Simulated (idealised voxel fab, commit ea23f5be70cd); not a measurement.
You're looking at the process module voxel capacitor over wiring.
The cross-section on display is named cut; it measures 140 nm wide, and its cells are 5 nm squares.
If you're reading a cross-section in this doc, picture square cells in a grid; it comes to you as bands, top ones listed first down to the bottom, and a band can be one or more rows of cells.
Heads up on the band format: heights come first, top then bottom, in nm. After that it's the materials left to right, each with its width in nm. A single material flagged "edge to edge" fills the whole band edge to edge, and "air" means there's empty space there.
Heads up on the height convention: 0 is the point under which the incoming wafer is all one material, and the lowest band has no bottom, it just keeps going down, like "from 0 down".
With a width like "30->40", each row of cells in the band differs from the next by the same amount, the top row carrying the first number and the bottom row the second.
Any step labelled "nothing altered" changed none of the cells in the cross-section.
"Fully enclosed voids" means: voids of 8 cells or more that are shut off from the top with no open way through. Written width x height at distance, distance from the left edge, in nm.
Read whatever lies past the settings on a step's line as the simulator's own remark about the step.
"overlay nm" on a masked step: distance the mask lay right of its planned place, negative for left.
Process steps - plan:
| 1 | RECEIVE, material Si |
| 2 | CONFORMAL_DEP, material SiO2, thk nm 15 |
| 3 | DIRECTIONAL_DEP, material TiN, thk nm 5 |
| 4 | DIRECTIONAL_DEP, material Ru, thk nm 15 |
| 5 | PATTERN, tone cover, mask id METAL_1, material resist, width nm 25, pitch nm 85, thk nm 15, overlay nm 0 |
| 6 | DIRECTIONAL_ETCH, etch materials Ru, depth nm 15 |
| 7 | DIRECTIONAL_ETCH, etch materials TiN, depth nm 5 |
| 8 | STRIP, etch materials resist |
| 9 | FILL_DEP, material lowk, thk nm 10 |
| 10 | CMP, height nm 35 |
| 11 | CONFORMAL_DEP, material SiCN, thk nm 5 |
| 12 | DIRECTIONAL_DEP, material lowk, thk nm 20 |
| 13 | PATTERN, tone open, mask id PLUG_1, material resist, width nm 15, thk nm 15, overlay nm 0 |
| 14 | DIRECTIONAL_ETCH, etch materials lowk, depth nm 20 |
| 15 | DIRECTIONAL_ETCH, etch materials SiCN, depth nm 5 |
| 16 | STRIP, etch materials resist |
| 17 | EPI, material Ru, thk nm 10 |
| 18 | EPI, material Ru, thk nm 10 |
| 19 | EPI, material Ru, thk nm 5 |
| 20 | DIRECTIONAL_DEP, material TiN, thk nm 10 |
| 21 | DIRECTIONAL_DEP, material SiN, thk nm 5 |
| 22 | DIRECTIONAL_DEP, material TiN, thk nm 5 |
| 23 | MASKED_ETCH, tone cover, mask id UPPER_PLATE, width nm 65, etch materials TiN, depth nm 5, overlay nm 0 |
| 24 | MASKED_ETCH, tone cover, mask id UPPER_PLATE, width nm 65, etch materials SiN, depth nm 5, overlay nm 0 |
| 25 | MASKED_ETCH, tone cover, mask id LOWER_PLATE, width nm 75, etch materials TiN, depth nm 10, overlay nm 0 |
| 26 | FILL_DEP, material SiO2, thk nm 15 |
| 27 | CMP, height nm 90 |
| 28 | MASKED_ETCH, tone open, mask id PLUG_2, width nm 15, etch materials SiO2, depth nm 10, overlay nm 0 |
| 29 | CONFORMAL_DEP, material TiN, thk nm 5 |
| 30 | FILL_DEP, material Ru, thk nm 10 |
| 31 | CMP, height nm 90 |
| 32 | CONFORMAL_DEP, material SiCN, thk nm 5 |
Every wafer here starts from the same state; it is the step 13 width nm that distinguishes them, and the value the plan gives belongs to the first wafer.
As-received cross-section, first of several wafers, post step 1:
    from 0 down  Si edge to edge
    Fully enclosed voids: none
Per-wafer rows below. For each material: cells gained (+) or lost (-) since the wafer was received, as of end of module. Then: closed voids:
width nm 15; +46 Ru; +53 SiCN; +13 SiN; +190 SiO2; +58 TiN; +172 lowk; Fully enclosed voids: none
width nm 20; +51 Ru; +52 SiCN; +13 SiN; +190 SiO2; +58 TiN; +168 lowk; Fully enclosed voids: none
width nm 25; +56 Ru; +51 SiCN; +13 SiN; +190 SiO2; +58 TiN; +164 lowk; Fully enclosed voids: none
width nm 30; +61 Ru; +50 SiCN; +13 SiN; +190 SiO2; +58 TiN; +160 lowk; Fully enclosed voids: none
